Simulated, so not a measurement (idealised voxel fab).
The following process module bears the name voxel wiring stack.
The figure presents cross-section cut, which has a width of 165 nm and is divided into square cells with an edge length of 5 nm.
Throughout this document, each cross-section is represented as a grid of square cells and is presented as a sequence of bands enumerated from the top downward, where a band comprises one or more rows of cells.
What a band's entry tells you: where the top is and where the bottom is, as heights in nm, and after that what lies inside, material by material from left to right, each with its width in nm. Empty space is written as the word "empty", and a single material marked with the word "all across" occupies the band from edge to edge.
A quick word on heights: they are counted from 0, and under that level the wafer as it came to us is one material throughout. The lowest band is different from the rest in having no bottom; it simply continues downward, written as in "0 and below".
With a width like "30 to 40", each row of cells in the band differs from the next by the same amount, the top row carrying the first number and the bottom row the second.
What does "same as before" mean for a step? It means no cell of the cross-section changed in that step.
Reported under the label "Closed void register" are the empty spaces having no open way to the top and comprising 8 cells or more; the notation for each is width x height at distance, in which the distance is measured from the left edge and all three values are in nm.
Note: text after step settings on the step line = simulator remark on that step.
overlay nm: on a step with a mask, how far right of its planned place the mask lay; negative means left.
-- Below is the list of planned process steps
1) RECEIVE (material Si)
2) CONFORMAL_DEP (material SiO2; thk nm 10)
3) CONFORMAL_DEP (material SiCN; thk nm 5)
4) DIRECTIONAL_DEP (material lowk; thk nm 25)
5) MASKED_ETCH (tone open; mask id METAL_1; width nm 30; pitch nm 45; etch materials lowk; depth nm 25; overlay nm 0)
6) MASKED_ETCH (tone open; mask id METAL_1; width nm 30; pitch nm 45; etch materials SiCN; depth nm 5; overlay nm 0)
7) CONFORMAL_DEP (material TiN; thk nm 5)
8) FILL_DEP (material Cu; thk nm 5)
9) CMP (height nm 40)
10) EPI (material Ru; thk nm 5)
11) FILL_DEP (material SiCN; thk nm 5)
12) DIRECTIONAL_DEP (material SiO2; thk nm 30)
13) MASKED_ETCH (tone open; mask id METAL_2_HOLES; width nm 15; pitch nm 45; etch materials SiO2; depth nm 30; overlay nm 0)
14) PATTERN (tone open; mask id METAL_2; material resist; width nm 30; pitch nm 45; thk nm 20; overlay nm 0)
15) DIRECTIONAL_ETCH (etch materials SiO2; depth nm 20)
16) DIRECTIONAL_ETCH (etch materials SiCN; depth nm 5)
17) STRIP (etch materials resist)
18) CONFORMAL_DEP (material TiN; thk nm 5)
19) FILL_DEP (material Cu; thk nm 10)
20) CMP (height nm 80)
21) CONFORMAL_DEP (material SiCN; thk nm 5)
22) DIRECTIONAL_DEP (material lowk; thk nm 20)
23) PATTERN (tone open; mask id PLUG_2; material resist; width nm 15; thk nm 15; overlay nm 0)
24) DIRECTIONAL_ETCH (etch materials lowk; depth nm 20)
25) DIRECTIONAL_ETCH (etch materials SiCN; depth nm 5)
26) STRIP (etch materials resist)
27) CONFORMAL_DEP (material TiN; thk nm 5)
28) FILL_DEP (material Cu; thk nm 10)
29) CMP (height nm 105)
30) CONFORMAL_DEP (material SiCN; thk nm 5)
31) DIRECTIONAL_DEP (material SiO2; thk nm 25)
32) MASKED_ETCH (tone open; mask id METAL_3; width nm 30; pitch nm 45; etch materials SiO2; depth nm 25; overlay nm 0)
33) MASKED_ETCH (tone open; mask id METAL_3; width nm 30; pitch nm 45; etch materials SiCN; depth nm 5; overlay nm 0)
34) CONFORMAL_DEP (material TiN; thk nm 5)
35) FILL_DEP (material Ru; thk nm 5)
36) CMP (height nm 135)
37) CONFORMAL_DEP (material SiCN; thk nm 5)
38) DIRECTIONAL_DEP (material lowk; thk nm 10)
39) MASKED_ETCH (tone open; mask id PLUG_3; width nm 15; etch materials lowk; depth nm 10; overlay nm 0)
40) MASKED_ETCH (tone open; mask id PLUG_3; width nm 15; etch materials SiCN; depth nm 5; overlay nm 0)
41) CONFORMAL_DEP (material TiN; thk nm 5)
42) FILL_DEP (material W; thk nm 10)
43) CMP (height nm 150)
44) CONFORMAL_DEP (material SiN; thk nm 5)
45) DIRECTIONAL_DEP (material SiO2; thk nm 20)
46) MASKED_ETCH (tone open; mask id METAL_4; width nm 30; pitch nm 45; etch materials SiO2; depth nm 20; overlay nm 0)
47) MASKED_ETCH (tone open; mask id METAL_4; width nm 30; pitch nm 45; etch materials SiN; depth nm 5; overlay nm 0)
48) CONFORMAL_DEP (material TiN; thk nm 5)
49) FILL_DEP (material Cu; thk nm 10)
50) CMP (height nm 175)
51) EPI (material Ru; thk nm 5)
52) FILL_DEP (material SiCN; thk nm 5)
-- Cross-section, incoming material, after step 1
	0 and below: Si all across
	Closed void register: none
-- Post-module cross-section of the first of two wafers (run per plan)
	185 down to 180: SiCN all across
	180 down to 175: 40 SiCN / 40 Ru / 5 SiCN / 40 Ru / 40 SiCN
	175 down to 155: 45 SiO2 / 5 TiN / 20 Cu / 5 TiN / 15 SiO2 / 5 TiN / 20 Cu / 5 TiN / 45 SiO2
	155 down to 150: 45 SiN / 30 TiN / 15 SiN / 30 TiN / 45 SiN
	150 down to 140: 45 lowk / 5 TiN / 5 W / 5 TiN / 105 lowk
	140 down to 135: 45 SiCN / 15 TiN / 105 SiCN
	135 down to 110: 45 SiO2 / 5 TiN / 20 Ru / 5 TiN / 15 SiO2 / 5 TiN / 20 Ru / 5 TiN / 45 SiO2
	110 down to 105: 45 SiCN / 30 TiN / 15 SiCN / 30 TiN / 45 SiCN
	105 down to 85: 45 lowk / 5 TiN / 5 Cu / 5 TiN / 105 lowk
	85 down to 80: 45 SiCN / 15 TiN / 105 SiCN
	80 down to 65: 45 SiO2 / 5 TiN / 20 Cu / 5 TiN / 15 SiO2 / 5 TiN / 20 Cu / 5 TiN / 45 SiO2
	65 down to 60: 45 SiO2 / 5 TiN / 5 Cu / 20 TiN / 15 SiO2 / 5 TiN / 5 Cu / 20 TiN / 45 SiO2
	60 down to 50: 45 SiO2 / 5 TiN / 5 Cu / 5 TiN / 30 SiO2 / 5 TiN / 5 Cu / 5 TiN / 60 SiO2
	50 down to 45: 45 SiCN / 15 TiN / 30 SiCN / 15 TiN / 60 SiCN
	45 down to 40: 40 SiCN / 40 Ru / 5 SiCN / 40 Ru / 40 SiCN
	40 down to 15: 45 lowk / 5 TiN / 20 Cu / 5 TiN / 15 lowk / 5 TiN / 20 Cu / 5 TiN / 45 lowk
	15 down to 10: 45 SiCN / 30 TiN / 15 SiCN / 30 TiN / 45 SiCN
	10 down to 0: SiO2 all across
	0 and below: Si all across
	Closed void register: none
-- This cross-section belongs to the second wafer of two at the end of the module; the start and the plan were shared with the first, and the run included one mistake
	185 down to 180: SiCN all across
	180 down to 175: 40 SiCN / 40 Ru / 5 SiCN / 40 Ru / 40 SiCN
	175 down to 155: 45 SiO2 / 5 TiN / 20 Cu / 5 TiN / 15 SiO2 / 5 TiN / 20 Cu / 5 TiN / 45 SiO2
	155 down to 150: 45 SiN / 30 TiN / 15 SiN / 30 TiN / 45 SiN
	150 down to 140: 45 lowk / 5 TiN / 5 W / 5 TiN / 105 lowk
	140 down to 135: 45 SiCN / 15 TiN / 105 SiCN
	135 down to 110: 45 SiO2 / 5 TiN / 20 Ru / 5 TiN / 15 SiO2 / 5 TiN / 20 Ru / 5 TiN / 45 SiO2
	110 down to 105: 45 SiCN / 30 TiN / 15 SiCN / 30 TiN / 45 SiCN
	105 down to 85: 45 lowk / 5 TiN / 5 Cu / 5 TiN / 105 lowk
	85 down to 80: 45 SiCN / 15 TiN / 105 SiCN
	80 down to 65: 55 Cu / 5 TiN / 15 SiO2 / 5 TiN / 20 Cu / 5 TiN / 15 SiO2 / 5 TiN / 40 Cu
	65 down to 60: 50 TiN / 5 Cu / 5 TiN / 15 SiO2 / 20 TiN / 5 Cu / 5 TiN / 15 SiO2 / 45 TiN
	60 down to 55: 45 SiO2 / 5 TiN / 5 Cu / 5 TiN / 30 SiO2 / 5 TiN / 5 Cu / 5 TiN / 60 SiO2
	55 down to 50: 45 SiO2 / 15 TiN / 30 SiO2 / 15 TiN / 60 SiO2
	50 down to 45: SiCN all across
	45 down to 40: 40 SiCN / 40 Ru / 5 SiCN / 40 Ru / 40 SiCN
	40 down to 15: 45 lowk / 5 TiN / 20 Cu / 5 TiN / 15 lowk / 5 TiN / 20 Cu / 5 TiN / 45 lowk
	15 down to 10: 45 SiCN / 30 TiN / 15 SiCN / 30 TiN / 45 SiCN
	10 down to 0: SiO2 all across
	0 and below: Si all across
	Closed void register: none
It is concluded that the wafer was processed incorrectly with respect to the plan, in that step 14 was processed under conditions differing from the plan, specifically as PATTERN (tone cover; mask id METAL_2; material resist; width nm 30; pitch nm 45; thk nm 20; overlay nm 0)
In the final state, the cell counts of the second wafer exceed or fall short of those of the first for the following materials: Cu: 43 more, SiCN: 6 more, SiO2: 60 fewer, TiN: 11 more
